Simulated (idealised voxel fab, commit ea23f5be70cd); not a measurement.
process module | voxel transistor to metal
cross-section cut | 180 nm wide | cells 5 nm
A cross-section is a grid of square cells, given in bands from the top down. A band is one or more rows of cells.
Each band's line starts with the height of the band's top and of its bottom, in nm. Then come its materials from left to right, each with its width in nm. One material with "throughout" fills the band from edge to edge. "air" is empty space.
Height 0 is the level under which the wafer as received is all one material. The lowest band goes on downwards, as in "0 down".
A width such as "30 to 40" changes by the same amount from each row of cells to the next, from the band's top row to its bottom row.
"no change" after a step means that no cell of the cross-section changed.
closed voids: empty space of 8 cells or more with no open way to the top, each as width x height at its distance from the left edge, in nm
after a step's settings: what the simulator itself notes on the step
overlay nm, on a step with a mask: how far to the right of its planned place the mask lay; to the left if negative
plan
1 op RECEIVE | material Si
2 op CONFORMAL_DEP | material SiO2 | thk nm 5
3 op CONFORMAL_DEP | material SiN | thk nm 10
4 op DIRECTIONAL_DEP | material aC | thk nm 15
5 op PATTERN | tone cover | mask id ACTIVE | material resist | width nm 115 | thk nm 35 | overlay nm 0
6 op DIRECTIONAL_ETCH | etch materials aC | depth nm 15
7 op STRIP | etch materials resist
8 op DIRECTIONAL_ETCH | etch materials SiN | depth nm 10
9 op DIRECTIONAL_ETCH | etch materials SiO2 | depth nm 5
10 op DIRECTIONAL_ETCH | etch materials Si | depth nm 20
11 op STRIP | etch materials aC
12 op OXIDIZE | depth nm 5
13 op FILL_DEP | material SiO2 | thk nm 15
14 op CMP | height nm 15
15 op SELECTIVE_ETCH | etch materials SiO2 | depth nm 5
16 op STRIP | etch materials SiN
17 op SELECTIVE_ETCH | etch materials SiO2 | depth nm 5
18 op OXIDIZE | depth nm 5
19 op DIRECTIONAL_DEP | material polySi | thk nm 30
20 op DIRECTIONAL_DEP | material SiCN | thk nm 10
21 op MASKED_ETCH | tone cover | mask id GATE | width nm 25 | etch materials SiCN | depth nm 20 | overlay nm 0
22 op MASKED_ETCH | tone cover | mask id GATE | width nm 25 | etch materials polySi | depth nm 40 | overlay nm 0
23 op CONFORMAL_DEP | material SiN | thk nm 5
24 op DIRECTIONAL_ETCH | etch materials SiN | depth nm 5
25 op DIRECTIONAL_ETCH | etch materials SiO2 | depth nm 5
26 op DIRECTIONAL_ETCH | etch materials Si | depth nm 15
27 op EPI | material nSi | thk nm 15
28 op FILL_DEP | material SiO2 | thk nm 5
29 op CMP | height nm 30
30 op STRIP | etch materials polySi
31 op SELECTIVE_ETCH | etch materials SiO2 | depth nm 5
32 op CONFORMAL_DEP | material HfO2 | thk nm 5
33 op CONFORMAL_DEP | material TiN | thk nm 5
34 op FILL_DEP | material W | thk nm 10
35 op CMP | height nm 25
36 op DIRECTIONAL_DEP | material SiO2 | thk nm 10
37 op MASKED_ETCH | tone open | mask id CONTACT | width nm 15 | pitch nm 80 | etch materials SiO2 | depth nm 40 | overlay nm 0
38 op CONFORMAL_DEP | material TiN | thk nm 5
39 op FILL_DEP | material W | thk nm 5
40 op CMP | height nm 35
41 op DIRECTIONAL_DEP | material TiN | thk nm 5
42 op DIRECTIONAL_DEP | material Ru | thk nm 20
43 op MASKED_ETCH | tone cover | mask id METAL_1 | width nm 15 | pitch nm 80 | etch materials Ru | depth nm 20 | overlay nm 0
44 op MASKED_ETCH | tone cover | mask id METAL_1 | width nm 15 | pitch nm 80 | etch materials TiN | depth nm 5 | overlay nm 0
45 op CONFORMAL_DEP | material SiN | thk nm 5
46 op FILL_DEP | material SiO2 | thk nm 10
47 op CMP | height nm 60
48 op CONFORMAL_DEP | material SiCN | thk nm 5
first wafer, as planned
as received, after step 1
  0 down: Si throughout
  closed voids: none
after step 2
  5 to 0: SiO2 throughout
  below 0: unchanged
after step 3
  15 to 5: SiN throughout
  below 5: unchanged
after step 4
  30 to 15: aC throughout
  below 15: unchanged
after step 5
  65 to 30: air 30 | resist 115 | air 35
  below 30: unchanged
after step 6
  50 to 30: air 30 | resist 115 | air 35
  30 to 15: air 30 | aC 115 | air 35
  below 15: unchanged
after step 7
  30 to 15: air 30 | aC 115 | air 35
  below 15: unchanged
after step 8
  30 to 15: air 30 | aC 115 | air 35
  15 to 5: air 30 | SiN 115 | air 35
  below 5: unchanged
after step 9
  30 to 15: air 30 | aC 115 | air 35
  15 to 5: air 30 | SiN 115 | air 35
  5 to 0: air 30 | SiO2 115 | air 35
  below 0: unchanged
after step 10
  30 to 15: air 30 | aC 115 | air 35
  15 to 5: air 30 | SiN 115 | air 35
  5 to 0: air 30 | SiO2 115 | air 35
  0 to -20: air 30 | Si 115 | air 35
  below -20: unchanged
after step 11
  15 to 5: air 30 | SiN 115 | air 35
  below 5: unchanged
after step 12
  15 to 5: air 30 | SiN 115 | air 35
  5 to 0: air 30 | SiO2 115 | air 35
  0 to -20: air 30 | SiO2 5 | Si 105 | SiO2 5 | air 35
  -20 to -25: SiO2 35 | Si 105 | SiO2 40
  below -25: unchanged
after step 13
  30 to 15: SiO2 throughout
  15 to 5: SiO2 30 | SiN 115 | SiO2 35
  5 to 0: SiO2 throughout
  0 to -25: SiO2 35 | Si 105 | SiO2 40
  below -25: unchanged
after step 14
  15 to 5: SiO2 30 | SiN 115 | SiO2 35
  below 5: unchanged
after step 15
  15 to 10: air 30 | SiN 115 | air 35
  below 10: unchanged
after step 16
  10 to 5: SiO2 30 | air 115 | SiO2 35
  below 5: unchanged
after step 17
  5 to 0: SiO2 25 | air 125 | SiO2 30
  below 0: unchanged
after step 18
  5 to 0: SiO2 25 | air 125 | SiO2 30
  0 to -5: SiO2 throughout
  below -5: unchanged
after step 19
  35 to 30: polySi 25 | air 125 | polySi 30
  30 to 5: polySi throughout
  5 to 0: SiO2 25 | polySi 125 | SiO2 30
  below 0: unchanged
after step 20
  45 to 40: SiCN 25 | air 125 | SiCN 30
  40 to 35: SiCN throughout
  35 to 30: polySi 25 | SiCN 125 | polySi 30
  below 30: unchanged
after step 21
  40 to 35: air 75 | SiCN 25 | air 80
  35 to 30: polySi 25 | air 50 | SiCN 25 | air 50 | polySi 30
  below 30: unchanged
after step 22
  40 to 30: air 75 | SiCN 25 | air 80
  30 to 5: air 75 | polySi 25 | air 80
  5 to 0: SiO2 25 | air 50 | polySi 25 | air 50 | SiO2 30
  below 0: unchanged
after step 23
  45 to 40: air 70 | SiN 35 | air 75
  40 to 30: air 70 | SiN 5 | SiCN 25 | SiN 5 | air 75
  30 to 10: air 70 | SiN 5 | polySi 25 | SiN 5 | air 75
  10 to 5: SiN 30 | air 40 | SiN 5 | polySi 25 | SiN 5 | air 40 | SiN 35
  5 to 0: SiO2 25 | SiN 50 | polySi 25 | SiN 50 | SiO2 30
  below 0: unchanged
after step 24
  40 to 30: air 70 | SiN 5 | SiCN 25 | SiN 5 | air 75
  30 to 5: air 70 | SiN 5 | polySi 25 | SiN 5 | air 75
  5 to 0: SiO2 25 | SiN 5 | air 40 | SiN 5 | polySi 25 | SiN 5 | air 40 | SiN 5 | SiO2 30
  below 0: unchanged
after step 25
  40 to 30: air 70 | SiN 5 | SiCN 25 | SiN 5 | air 75
  30 to 5: air 70 | SiN 5 | polySi 25 | SiN 5 | air 75
  5 to 0: air 25 | SiN 5 | air 40 | SiN 5 | polySi 25 | SiN 5 | air 40 | SiN 5 | air 30
  0 to -5: SiO2 30 | air 40 | SiO2 35 | air 40 | SiO2 35
  below -5: unchanged
after step 26
  40 to 30: air 70 | SiN 5 | SiCN 25 | SiN 5 | air 75
  30 to 5: air 70 | SiN 5 | polySi 25 | SiN 5 | air 75
  5 to 0: air 25 | SiN 5 | air 40 | SiN 5 | polySi 25 | SiN 5 | air 40 | SiN 5 | air 30
  0 to -5: SiO2 30 | air 40 | SiO2 35 | air 40 | SiO2 35
  -5 to -20: SiO2 35 | air 35 | Si 35 | air 35 | SiO2 40
  below -20: unchanged
after step 27
  40 to 30: air 70 | SiN 5 | SiCN 25 | SiN 5 | air 75
  30 to 10: air 70 | SiN 5 | polySi 25 | SiN 5 | air 75
  10 to 5: air 55 | nSi 15 | SiN 5 | polySi 25 | SiN 5 | nSi 15 | air 60
  5 to 0: air 25 | SiN 5 | air 25 | nSi 15 | SiN 5 | polySi 25 | SiN 5 | nSi 15 | air 25 | SiN 5 | air 30
  0 to -5: SiO2 30 | air 25 | nSi 15 | SiO2 35 | nSi 15 | air 25 | SiO2 35
  -5 to -20: SiO2 35 | nSi 35 | Si 35 | nSi 35 | SiO2 40
  below -20: unchanged
after step 28
  45 to 40: SiO2 throughout
  40 to 30: SiO2 70 | SiN 5 | SiCN 25 | SiN 5 | SiO2 75
  30 to 10: SiO2 70 | SiN 5 | polySi 25 | SiN 5 | SiO2 75
  10 to 5: SiO2 55 | nSi 15 | SiN 5 | polySi 25 | SiN 5 | nSi 15 | SiO2 60
  5 to 0: SiO2 25 | SiN 5 | SiO2 25 | nSi 15 | SiN 5 | polySi 25 | SiN 5 | nSi 15 | SiO2 25 | SiN 5 | SiO2 30
  0 to -5: SiO2 55 | nSi 15 | SiO2 35 | nSi 15 | SiO2 60
  below -5: unchanged
after step 29
  30 to 10: SiO2 70 | SiN 5 | polySi 25 | SiN 5 | SiO2 75
  below 10: unchanged
after step 30
  30 to 10: SiO2 70 | SiN 5 | air 25 | SiN 5 | SiO2 75
  10 to 5: SiO2 55 | nSi 15 | SiN 5 | air 25 | SiN 5 | nSi 15 | SiO2 60
  5 to 0: SiO2 25 | SiN 5 | SiO2 25 | nSi 15 | SiN 5 | air 25 | SiN 5 | nSi 15 | SiO2 25 | SiN 5 | SiO2 30
  below 0: unchanged
after step 31
  30 to 25: air 70 | SiN 5 | air 25 | SiN 5 | air 75
  25 to 10: SiO2 70 | SiN 5 | air 25 | SiN 5 | SiO2 75
  10 to 5: SiO2 55 | nSi 15 | SiN 5 | air 25 | SiN 5 | nSi 15 | SiO2 60
  5 to 0: SiO2 25 | SiN 5 | SiO2 25 | nSi 15 | SiN 5 | air 25 | SiN 5 | nSi 15 | SiO2 25 | SiN 5 | SiO2 30
  0 to -5: SiO2 55 | nSi 15 | air 35 | nSi 15 | SiO2 60
  below -5: unchanged
after step 32
  35 to 30: air 65 | HfO2 15 | air 15 | HfO2 15 | air 70
  30 to 25: HfO2 70 | SiN 5 | HfO2 5 | air 15 | HfO2 5 | SiN 5 | HfO2 75
  25 to 10: SiO2 70 | SiN 5 | HfO2 5 | air 15 | HfO2 5 | SiN 5 | SiO2 75
  10 to 5: SiO2 55 | nSi 15 | SiN 5 | HfO2 5 | air 15 | HfO2 5 | SiN 5 | nSi 15 | SiO2 60
  5 to 0: SiO2 25 | SiN 5 | SiO2 25 | nSi 15 | SiN 5 | HfO2 5 | air 15 | HfO2 5 | SiN 5 | nSi 15 | SiO2 25 | SiN 5 | SiO2 30
  0 to -5: SiO2 55 | nSi 15 | HfO2 35 | nSi 15 | SiO2 60
  below -5: unchanged
after step 33
  40 to 35: air 60 | TiN 25 | air 5 | TiN 25 | air 65
  35 to 30: TiN 65 | HfO2 15 | TiN 5 | air 5 | TiN 5 | HfO2 15 | TiN 70
  30 to 25: HfO2 70 | SiN 5 | HfO2 5 | TiN 5 | air 5 | TiN 5 | HfO2 5 | SiN 5 | HfO2 75
  25 to 10: SiO2 70 | SiN 5 | HfO2 5 | TiN 5 | air 5 | TiN 5 | HfO2 5 | SiN 5 | SiO2 75
  10 to 5: SiO2 55 | nSi 15 | SiN 5 | HfO2 5 | TiN 5 | air 5 | TiN 5 | HfO2 5 | SiN 5 | nSi 15 | SiO2 60
  5 to 0: SiO2 25 | SiN 5 | SiO2 25 | nSi 15 | SiN 5 | HfO2 5 | TiN 15 | HfO2 5 | SiN 5 | nSi 15 | SiO2 25 | SiN 5 | SiO2 30
  below 0: unchanged
after step 34
  50 to 40: W throughout
  40 to 35: W 60 | TiN 25 | W 5 | TiN 25 | W 65
  35 to 30: TiN 65 | HfO2 15 | TiN 5 | W 5 | TiN 5 | HfO2 15 | TiN 70
  30 to 25: HfO2 70 | SiN 5 | HfO2 5 | TiN 5 | W 5 | TiN 5 | HfO2 5 | SiN 5 | HfO2 75
  25 to 10: SiO2 70 | SiN 5 | HfO2 5 | TiN 5 | W 5 | TiN 5 | HfO2 5 | SiN 5 | SiO2 75
  10 to 5: SiO2 55 | nSi 15 | SiN 5 | HfO2 5 | TiN 5 | W 5 | TiN 5 | HfO2 5 | SiN 5 | nSi 15 | SiO2 60
  below 5: unchanged
after step 35
  25 to 10: SiO2 70 | SiN 5 | HfO2 5 | TiN 5 | W 5 | TiN 5 | HfO2 5 | SiN 5 | SiO2 75
  below 10: unchanged
after step 36
  35 to 25: SiO2 throughout
  below 25: unchanged
after step 37
  35 to 25: SiO2 40 | air 15 | SiO2 65 | air 15 | SiO2 45
  25 to 10: SiO2 40 | air 15 | SiO2 15 | SiN 5 | HfO2 5 | TiN 5 | W 5 | TiN 5 | HfO2 5 | SiN 5 | SiO2 15 | air 15 | SiO2 45
  10 to 5: SiO2 40 | air 15 | nSi 15 | SiN 5 | HfO2 5 | TiN 5 | W 5 | TiN 5 | HfO2 5 | SiN 5 | nSi 15 | air 15 | SiO2 45
  5 to 0: SiO2 25 | SiN 5 | SiO2 10 | air 15 | nSi 15 | SiN 5 | HfO2 5 | TiN 15 | HfO2 5 | SiN 5 | nSi 15 | air 15 | SiO2 10 | SiN 5 | SiO2 30
  0 to -5: SiO2 40 | air 15 | nSi 15 | HfO2 35 | nSi 15 | air 15 | SiO2 45
  below -5: unchanged
after step 38
  40 to 35: TiN 45 | air 5 | TiN 75 | air 5 | TiN 50
  35 to 25: SiO2 40 | TiN 5 | air 5 | TiN 5 | SiO2 65 | TiN 5 | air 5 | TiN 5 | SiO2 45
  25 to 10: SiO2 40 | TiN 5 | air 5 | TiN 5 | SiO2 15 | SiN 5 | HfO2 5 | TiN 5 | W 5 | TiN 5 | HfO2 5 | SiN 5 | SiO2 15 | TiN 5 | air 5 | TiN 5 | SiO2 45
  10 to 5: SiO2 40 | TiN 5 | air 5 | TiN 5 | nSi 15 | SiN 5 | HfO2 5 | TiN 5 | W 5 | TiN 5 | HfO2 5 | SiN 5 | nSi 15 | TiN 5 | air 5 | TiN 5 | SiO2 45
  5 to 0: SiO2 25 | SiN 5 | SiO2 10 | TiN 5 | air 5 | TiN 5 | nSi 15 | SiN 5 | HfO2 5 | TiN 15 | HfO2 5 | SiN 5 | nSi 15 | TiN 5 | air 5 | TiN 5 | SiO2 10 | SiN 5 | SiO2 30
  0 to -5: SiO2 40 | TiN 15 | nSi 15 | HfO2 35 | nSi 15 | TiN 15 | SiO2 45
  below -5: unchanged
after step 39
  45 to 40: W throughout
  40 to 35: TiN 45 | W 5 | TiN 75 | W 5 | TiN 50
  35 to 25: SiO2 40 | TiN 5 | W 5 | TiN 5 | SiO2 65 | TiN 5 | W 5 | TiN 5 | SiO2 45
  25 to 10: SiO2 40 | TiN 5 | W 5 | TiN 5 | SiO2 15 | SiN 5 | HfO2 5 | TiN 5 | W 5 | TiN 5 | HfO2 5 | SiN 5 | SiO2 15 | TiN 5 | W 5 | TiN 5 | SiO2 45
  10 to 5: SiO2 40 | TiN 5 | W 5 | TiN 5 | nSi 15 | SiN 5 | HfO2 5 | TiN 5 | W 5 | TiN 5 | HfO2 5 | SiN 5 | nSi 15 | TiN 5 | W 5 | TiN 5 | SiO2 45
  5 to 0: SiO2 25 | SiN 5 | SiO2 10 | TiN 5 | W 5 | TiN 5 | nSi 15 | SiN 5 | HfO2 5 | TiN 15 | HfO2 5 | SiN 5 | nSi 15 | TiN 5 | W 5 | TiN 5 | SiO2 10 | SiN 5 | SiO2 30
  below 0: unchanged
after step 40
  35 to 25: SiO2 40 | TiN 5 | W 5 | TiN 5 | SiO2 65 | TiN 5 | W 5 | TiN 5 | SiO2 45
  below 25: unchanged
after step 41
  40 to 35: TiN throughout
  below 35: unchanged
after step 42
  60 to 40: Ru throughout
  below 40: unchanged
after step 43
  60 to 40: air 40 | Ru 15 | air 65 | Ru 15 | air 45
  below 40: unchanged
after step 44
  60 to 40: air 40 | Ru 15 | air 65 | Ru 15 | air 45
  40 to 35: air 40 | TiN 15 | air 65 | TiN 15 | air 45
  below 35: unchanged
after step 45
  65 to 60: air 35 | SiN 25 | air 55 | SiN 25 | air 40
  60 to 40: air 35 | SiN 5 | Ru 15 | SiN 5 | air 55 | SiN 5 | Ru 15 | SiN 5 | air 40
  40 to 35: SiN 40 | TiN 15 | SiN 65 | TiN 15 | SiN 45
  below 35: unchanged
after step 46
  75 to 65: SiO2 throughout
  65 to 60: SiO2 35 | SiN 25 | SiO2 55 | SiN 25 | SiO2 40
  60 to 40: SiO2 35 | SiN 5 | Ru 15 | SiN 5 | SiO2 55 | SiN 5 | Ru 15 | SiN 5 | SiO2 40
  below 40: unchanged
after step 47
  60 to 40: SiO2 35 | SiN 5 | Ru 15 | SiN 5 | SiO2 55 | SiN 5 | Ru 15 | SiN 5 | SiO2 40
  below 40: unchanged
after step 48
  65 to 60: SiCN throughout
  below 60: unchanged
second wafer: like start, like plan, one mistake. Through step 14 it matches the first wafer
when step 15 should have ended
  15 to 5: SiO2 30 | air 115 | SiO2 35
  below 5: unchanged
when step 16 should have ended
  10 to 0: SiO2 25 | air 125 | SiO2 30
  below 0: unchanged
when step 17 should have ended
  5 to 0: SiO2 20 | air 135 | SiO2 25
  0 to -5: SiO2 20 | air 15 | Si 105 | air 15 | SiO2 25
  below -5: unchanged
when step 18 should have ended
  5 to 0: SiO2 20 | air 135 | SiO2 25
  0 to -5: SiO2 20 | air 15 | SiO2 105 | air 15 | SiO2 25
  -5 to -10: SiO2 40 | Si 95 | SiO2 45
  below -10: unchanged
when step 19 should have ended
  35 to 30: polySi 20 | air 135 | polySi 25
  30 to 25: polySi 20 | air 15 | polySi 105 | air 15 | polySi 25
  25 to 5: polySi throughout
  5 to 0: SiO2 20 | polySi 135 | SiO2 25
  0 to -5: SiO2 20 | polySi 15 | SiO2 105 | polySi 15 | SiO2 25
  below -5: unchanged
when step 20 should have ended
  45 to 40: SiCN 20 | air 135 | SiCN 25
  40 to 35: SiCN 20 | air 15 | SiCN 105 | air 15 | SiCN 25
  35 to 30: polySi 20 | SiCN 135 | polySi 25
  30 to 25: polySi 20 | SiCN 15 | polySi 105 | SiCN 15 | polySi 25
  below 25: unchanged
when step 21 should have ended
  40 to 35: air 75 | SiCN 25 | air 80
  35 to 30: polySi 20 | air 55 | SiCN 25 | air 55 | polySi 25
  30 to 25: polySi 20 | air 15 | polySi 105 | air 15 | polySi 25
  below 25: unchanged
when step 22 should have ended
  40 to 30: air 75 | SiCN 25 | air 80
  30 to 5: air 75 | polySi 25 | air 80
  5 to 0: SiO2 20 | air 55 | polySi 25 | air 55 | SiO2 25
  0 to -5: SiO2 20 | air 15 | SiO2 105 | air 15 | SiO2 25
  below -5: unchanged
when step 23 should have ended
  45 to 40: air 70 | SiN 35 | air 75
  40 to 30: air 70 | SiN 5 | SiCN 25 | SiN 5 | air 75
  30 to 10: air 70 | SiN 5 | polySi 25 | SiN 5 | air 75
  10 to 5: SiN 25 | air 45 | SiN 5 | polySi 25 | SiN 5 | air 45 | SiN 30
  5 to 0: SiO2 20 | SiN 5 | air 5 | SiN 45 | polySi 25 | SiN 45 | air 5 | SiN 5 | SiO2 25
  0 to -5: SiO2 20 | SiN 15 | SiO2 105 | SiN 15 | SiO2 25
  below -5: unchanged
when step 24 should have ended
  40 to 30: air 70 | SiN 5 | SiCN 25 | SiN 5 | air 75
  30 to 5: air 70 | SiN 5 | polySi 25 | SiN 5 | air 75
  5 to 0: SiO2 20 | SiN 5 | air 45 | SiN 5 | polySi 25 | SiN 5 | air 45 | SiN 5 | SiO2 25
  0 to -5: SiO2 20 | SiN 5 | air 5 | SiN 5 | SiO2 105 | SiN 5 | air 5 | SiN 5 | SiO2 25
  below -5: unchanged
when step 25 should have ended
  40 to 30: air 70 | SiN 5 | SiCN 25 | SiN 5 | air 75
  30 to 5: air 70 | SiN 5 | polySi 25 | SiN 5 | air 75
  5 to 0: air 20 | SiN 5 | air 45 | SiN 5 | polySi 25 | SiN 5 | air 45 | SiN 5 | air 25
  0 to -5: SiO2 20 | SiN 5 | air 5 | SiN 5 | air 35 | SiO2 35 | air 35 | SiN 5 | air 5 | SiN 5 | SiO2 25
  -5 to -10: SiO2 25 | air 5 | SiO2 10 | Si 95 | SiO2 10 | air 5 | SiO2 30
  below -10: unchanged
when step 26 should have ended
  40 to 30: air 70 | SiN 5 | SiCN 25 | SiN 5 | air 75
  30 to 5: air 70 | SiN 5 | polySi 25 | SiN 5 | air 75
  5 to 0: air 20 | SiN 5 | air 45 | SiN 5 | polySi 25 | SiN 5 | air 45 | SiN 5 | air 25
  0 to -5: SiO2 20 | SiN 5 | air 5 | SiN 5 | air 35 | SiO2 35 | air 35 | SiN 5 | air 5 | SiN 5 | SiO2 25
  -5 to -10: SiO2 25 | air 5 | SiO2 10 | air 30 | Si 35 | air 30 | SiO2 10 | air 5 | SiO2 30
  -10 to -20: SiO2 35 | Si 5 | air 30 | Si 35 | air 30 | Si 5 | SiO2 40
  below -20: unchanged
when step 27 should have ended
  40 to 30: air 70 | SiN 5 | SiCN 25 | SiN 5 | air 75
  30 to 10: air 70 | SiN 5 | polySi 25 | SiN 5 | air 75
  10 to 5: air 55 | nSi 15 | SiN 5 | polySi 25 | SiN 5 | nSi 15 | air 60
  5 to 0: air 20 | SiN 5 | air 5 | nSi 40 | SiN 5 | polySi 25 | SiN 5 | nSi 40 | air 5 | SiN 5 | air 25
  0 to -5: SiO2 20 | SiN 5 | air 5 | SiN 5 | nSi 35 | SiO2 35 | nSi 35 | SiN 5 | air 5 | SiN 5 | SiO2 25
  -5 to -10: SiO2 25 | air 5 | SiO2 10 | nSi 30 | Si 35 | nSi 30 | SiO2 10 | air 5 | SiO2 30
  -10 to -20: SiO2 35 | Si 5 | nSi 30 | Si 35 | nSi 30 | Si 5 | SiO2 40
  below -20: unchanged
when step 28 should have ended
  45 to 40: SiO2 throughout
  40 to 30: SiO2 70 | SiN 5 | SiCN 25 | SiN 5 | SiO2 75
  30 to 10: SiO2 70 | SiN 5 | polySi 25 | SiN 5 | SiO2 75
  10 to 5: SiO2 55 | nSi 15 | SiN 5 | polySi 25 | SiN 5 | nSi 15 | SiO2 60
  5 to 0: SiO2 20 | SiN 5 | SiO2 5 | nSi 40 | SiN 5 | polySi 25 | SiN 5 | nSi 40 | SiO2 5 | SiN 5 | SiO2 25
  0 to -5: SiO2 20 | SiN 5 | SiO2 5 | SiN 5 | nSi 35 | SiO2 35 | nSi 35 | SiN 5 | SiO2 5 | SiN 5 | SiO2 25
  -5 to -10: SiO2 40 | nSi 30 | Si 35 | nSi 30 | SiO2 45
  below -10: unchanged
when step 29 should have ended
  30 to 10: SiO2 70 | SiN 5 | polySi 25 | SiN 5 | SiO2 75
  below 10: unchanged
when step 30 should have ended
  30 to 10: SiO2 70 | SiN 5 | air 25 | SiN 5 | SiO2 75
  10 to 5: SiO2 55 | nSi 15 | SiN 5 | air 25 | SiN 5 | nSi 15 | SiO2 60
  5 to 0: SiO2 20 | SiN 5 | SiO2 5 | nSi 40 | SiN 5 | air 25 | SiN 5 | nSi 40 | SiO2 5 | SiN 5 | SiO2 25
  below 0: unchanged
when step 31 should have ended
  30 to 25: air 70 | SiN 5 | air 25 | SiN 5 | air 75
  25 to 10: SiO2 70 | SiN 5 | air 25 | SiN 5 | SiO2 75
  10 to 5: SiO2 55 | nSi 15 | SiN 5 | air 25 | SiN 5 | nSi 15 | SiO2 60
  5 to 0: SiO2 20 | SiN 5 | SiO2 5 | nSi 40 | SiN 5 | air 25 | SiN 5 | nSi 40 | SiO2 5 | SiN 5 | SiO2 25
  0 to -5: SiO2 20 | SiN 5 | SiO2 5 | SiN 5 | nSi 35 | air 35 | nSi 35 | SiN 5 | SiO2 5 | SiN 5 | SiO2 25
  below -5: unchanged
when step 32 should have ended
  35 to 30: air 65 | HfO2 15 | air 15 | HfO2 15 | air 70
  30 to 25: HfO2 70 | SiN 5 | HfO2 5 | air 15 | HfO2 5 | SiN 5 | HfO2 75
  25 to 10: SiO2 70 | SiN 5 | HfO2 5 | air 15 | HfO2 5 | SiN 5 | SiO2 75
  10 to 5: SiO2 55 | nSi 15 | SiN 5 | HfO2 5 | air 15 | HfO2 5 | SiN 5 | nSi 15 | SiO2 60
  5 to 0: SiO2 20 | SiN 5 | SiO2 5 | nSi 40 | SiN 5 | HfO2 5 | air 15 | HfO2 5 | SiN 5 | nSi 40 | SiO2 5 | SiN 5 | SiO2 25
  0 to -5: SiO2 20 | SiN 5 | SiO2 5 | SiN 5 | nSi 35 | HfO2 35 | nSi 35 | SiN 5 | SiO2 5 | SiN 5 | SiO2 25
  below -5: unchanged
when step 33 should have ended
  40 to 35: air 60 | TiN 25 | air 5 | TiN 25 | air 65
  35 to 30: TiN 65 | HfO2 15 | TiN 5 | air 5 | TiN 5 | HfO2 15 | TiN 70
  30 to 25: HfO2 70 | SiN 5 | HfO2 5 | TiN 5 | air 5 | TiN 5 | HfO2 5 | SiN 5 | HfO2 75
  25 to 10: SiO2 70 | SiN 5 | HfO2 5 | TiN 5 | air 5 | TiN 5 | HfO2 5 | SiN 5 | SiO2 75
  10 to 5: SiO2 55 | nSi 15 | SiN 5 | HfO2 5 | TiN 5 | air 5 | TiN 5 | HfO2 5 | SiN 5 | nSi 15 | SiO2 60
  5 to 0: SiO2 20 | SiN 5 | SiO2 5 | nSi 40 | SiN 5 | HfO2 5 | TiN 15 | HfO2 5 | SiN 5 | nSi 40 | SiO2 5 | SiN 5 | SiO2 25
  below 0: unchanged
when step 34 should have ended
  50 to 40: W throughout
  40 to 35: W 60 | TiN 25 | W 5 | TiN 25 | W 65
  35 to 30: TiN 65 | HfO2 15 | TiN 5 | W 5 | TiN 5 | HfO2 15 | TiN 70
  30 to 25: HfO2 70 | SiN 5 | HfO2 5 | TiN 5 | W 5 | TiN 5 | HfO2 5 | SiN 5 | HfO2 75
  25 to 10: SiO2 70 | SiN 5 | HfO2 5 | TiN 5 | W 5 | TiN 5 | HfO2 5 | SiN 5 | SiO2 75
  10 to 5: SiO2 55 | nSi 15 | SiN 5 | HfO2 5 | TiN 5 | W 5 | TiN 5 | HfO2 5 | SiN 5 | nSi 15 | SiO2 60
  below 5: unchanged
when step 35 should have ended
  25 to 10: SiO2 70 | SiN 5 | HfO2 5 | TiN 5 | W 5 | TiN 5 | HfO2 5 | SiN 5 | SiO2 75
  below 10: unchanged
when step 36 should have ended
  35 to 25: SiO2 throughout
  below 25: unchanged
when step 37 should have ended
  35 to 25: SiO2 40 | air 15 | SiO2 65 | air 15 | SiO2 45
  25 to 10: SiO2 40 | air 15 | SiO2 15 | SiN 5 | HfO2 5 | TiN 5 | W 5 | TiN 5 | HfO2 5 | SiN 5 | SiO2 15 | air 15 | SiO2 45
  10 to 5: SiO2 40 | air 15 | nSi 15 | SiN 5 | HfO2 5 | TiN 5 | W 5 | TiN 5 | HfO2 5 | SiN 5 | nSi 15 | air 15 | SiO2 45
  below 5: unchanged
when step 38 should have ended
  40 to 35: TiN 45 | air 5 | TiN 75 | air 5 | TiN 50
  35 to 25: SiO2 40 | TiN 5 | air 5 | TiN 5 | SiO2 65 | TiN 5 | air 5 | TiN 5 | SiO2 45
  25 to 10: SiO2 40 | TiN 5 | air 5 | TiN 5 | SiO2 15 | SiN 5 | HfO2 5 | TiN 5 | W 5 | TiN 5 | HfO2 5 | SiN 5 | SiO2 15 | TiN 5 | air 5 | TiN 5 | SiO2 45
  10 to 5: SiO2 40 | TiN 15 | nSi 15 | SiN 5 | HfO2 5 | TiN 5 | W 5 | TiN 5 | HfO2 5 | SiN 5 | nSi 15 | TiN 15 | SiO2 45
  below 5: unchanged
when step 39 should have ended
  45 to 40: W throughout
  40 to 35: TiN 45 | W 5 | TiN 75 | W 5 | TiN 50
  35 to 25: SiO2 40 | TiN 5 | W 5 | TiN 5 | SiO2 65 | TiN 5 | W 5 | TiN 5 | SiO2 45
  25 to 10: SiO2 40 | TiN 5 | W 5 | TiN 5 | SiO2 15 | SiN 5 | HfO2 5 | TiN 5 | W 5 | TiN 5 | HfO2 5 | SiN 5 | SiO2 15 | TiN 5 | W 5 | TiN 5 | SiO2 45
  below 10: unchanged
when step 40 should have ended
  35 to 25: SiO2 40 | TiN 5 | W 5 | TiN 5 | SiO2 65 | TiN 5 | W 5 | TiN 5 | SiO2 45
  below 25: unchanged
when step 41 should have ended
  40 to 35: TiN throughout
  below 35: unchanged
when step 42 should have ended
  60 to 40: Ru throughout
  below 40: unchanged
when step 43 should have ended
  60 to 40: air 40 | Ru 15 | air 65 | Ru 15 | air 45
  below 40: unchanged
when step 44 should have ended
  60 to 40: air 40 | Ru 15 | air 65 | Ru 15 | air 45
  40 to 35: air 40 | TiN 15 | air 65 | TiN 15 | air 45
  below 35: unchanged
when step 45 should have ended
  65 to 60: air 35 | SiN 25 | air 55 | SiN 25 | air 40
  60 to 40: air 35 | SiN 5 | Ru 15 | SiN 5 | air 55 | SiN 5 | Ru 15 | SiN 5 | air 40
  40 to 35: SiN 40 | TiN 15 | SiN 65 | TiN 15 | SiN 45
  below 35: unchanged
when step 46 should have ended
  75 to 65: SiO2 throughout
  65 to 60: SiO2 35 | SiN 25 | SiO2 55 | SiN 25 | SiO2 40
  60 to 40: SiO2 35 | SiN 5 | Ru 15 | SiN 5 | SiO2 55 | SiN 5 | Ru 15 | SiN 5 | SiO2 40
  below 40: unchanged
when step 47 should have ended
  60 to 40: SiO2 35 | SiN 5 | Ru 15 | SiN 5 | SiO2 55 | SiN 5 | Ru 15 | SiN 5 | SiO2 40
  below 40: unchanged
when step 48 should have ended
  65 to 60: SiCN throughout
  below 60: unchanged
what went wrong: steps 15 and 16 were swapped
at the end the second wafer has, in cells: 4 more of Si | 4 more of SiN | 8 fewer of SiO2 | 8 fewer of TiN | 4 fewer of W | 12 more of nSi
